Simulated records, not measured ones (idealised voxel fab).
Title: Process Module voxel spacer lines
The figure presents cross-section cut, which has a width of 190 nm and is divided into square cells with an edge length of 5 nm.
Cross-section spec: square-cell grid; bands listed top down; each band is one or more rows.
The band entry comprises the height of the band's top followed by the height of its bottom, expressed in nm, and subsequently the band's materials from left to right, each stated together with its width in nm. Where a single material is marked with the word "full width", that material fills the band from edge to edge. The word "empty" represents empty space.
Heights are measured from 0, the level below which the as-received wafer is all one material; the lowest band has no bottom and continues downward, written as in "z 0 and below".
Top row gets the first number, bottom row gets the second, and each row in between changes by the same step: that is how a band width like "30..40" works.
For the purposes of this document, the phrase "no alterations made" attached to a step denotes that no cell within the cross-section was modified by that step.
For the entry "Cavities, closed", the listed items are empty spaces with no open way to the top whose size is 8 cells or more; each item follows the pattern width x height at distance, where distance is from the left edge and all three are in nm.
Read whatever lies past the settings on a step's line as the simulator's own remark about the step.
Regarding "overlay nm": on a step with a mask, it is the distance the mask lay to the right of its planned place; a negative value places it to the left.
### So here's the lineup of process steps we planned
1: RECEIVE: material Si
2: CONFORMAL_DEP: material Al2O3, thk nm 10
3: DIRECTIONAL_DEP: material TiN, thk nm 10
4: DIRECTIONAL_DEP: material aC, thk nm 30
5: PATTERN: tone cover, mask id MANDREL, material resist, width nm 15, pitch nm 50, thk nm 40, overlay nm 0
6: DIRECTIONAL_ETCH: etch materials aC, depth nm 30
7: STRIP: etch materials resist
8: CONFORMAL_DEP: material SiN, thk nm 10
9: DIRECTIONAL_ETCH: etch materials SiN, depth nm 10
10: STRIP: etch materials aC
11: DIRECTIONAL_ETCH: etch materials TiN, depth nm 10
12: STRIP: etch materials SiN
### Cross-section of the incoming wafer, state after step 1
> z 0 and below | Si full width
> Cavities, closed: none
### End-of-module XS, first of two wafers, run as planned
> z 20 to 10 | empty 50 nm, then TiN 10 nm, then empty 15 nm, then TiN 10 nm, then empty 15 nm, then TiN 10 nm, then empty 15 nm, then TiN 10 nm, then empty 55 nm
> z 10 to 0 | Al2O3 full width
> z 0 and below | Si full width
> Cavities, closed: none
### Second wafer of the two, sectioned at the end of the module. It began like the first and followed the same plan, but one mistake was made while running it
> z 10 to 0 | empty 50 nm, then TiN 10 nm, then empty 15 nm, then TiN 10 nm, then empty 15 nm, then TiN 10 nm, then empty 15 nm, then TiN 10 nm, then empty 55 nm
> z 0 and below | Si full width
> Cavities, closed: none
Finding, execution versus plan: plan step 2 was not performed, having been skipped
Per the end-of-run cell counts, the second wafer holds more or fewer of some materials than the first: Al2O3: 76 fewer
